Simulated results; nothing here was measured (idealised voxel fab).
process module | voxel released beams
cross-section cut | 215 nm wide | cells 5 nm
A cross-section is a grid of square cells, given in bands from the top down. A band is one or more rows of cells.
Each band's line starts with the height of the band's top and of its bottom, in nm. Then come its materials from left to right, each with its width in nm. One material with "throughout" fills the band from edge to edge. "air" is empty space.
Height 0 is the level under which the wafer as received is all one material. The lowest band goes on downwards, as in "0 down".
A width such as "30 to 40" changes by the same amount from each row of cells to the next, from the band's top row to its bottom row.
"no change" after a step means that no cell of the cross-section changed.
closed voids: empty space of 8 cells or more with no open way to the top, each as width x height at its distance from the left edge, in nm
after a step's settings: what the simulator itself notes on the step
overlay nm, on a step with a mask: how far to the right of its planned place the mask lay; to the left if negative
plan
1 op RECEIVE | material Si
2 op CONFORMAL_DEP | material SiN | thk nm 10
3 op DIRECTIONAL_DEP | material SiO2 | thk nm 10
4 op DIRECTIONAL_DEP | material aC | thk nm 10
5 op PATTERN | tone open | mask id ANCHOR | material resist | width nm 40 | thk nm 25 | overlay nm 0
6 op DIRECTIONAL_ETCH | etch materials aC | depth nm 10
7 op STRIP | etch materials resist
8 op DIRECTIONAL_ETCH | etch materials SiO2 | depth nm 10
9 op STRIP | etch materials aC
10 op CONFORMAL_DEP | material polySi | thk nm 15
11 op MASKED_ETCH | tone cover | mask id BEAM | width nm 100 | etch materials polySi | depth nm 15 | overlay nm 0
12 op STRIP | etch materials SiO2
as received, after step 1
  0 down: Si throughout
  closed voids: none
a wafer at the end: this start, this plan, one mistake
  35 to 25: air 55 | polySi 20 | air 15 | polySi 65 | air 60
  25 to 20: air 55 | polySi 100 | air 60
  20 to 10: air 60 | polySi 45 | air 110
  10 to 0: SiN throughout
  0 down: Si throughout
  closed voids: none
what went wrong: step 5 ran as: op PATTERN | tone open | mask id ANCHOR | material resist | width nm 45 | thk nm 25 | overlay nm 0
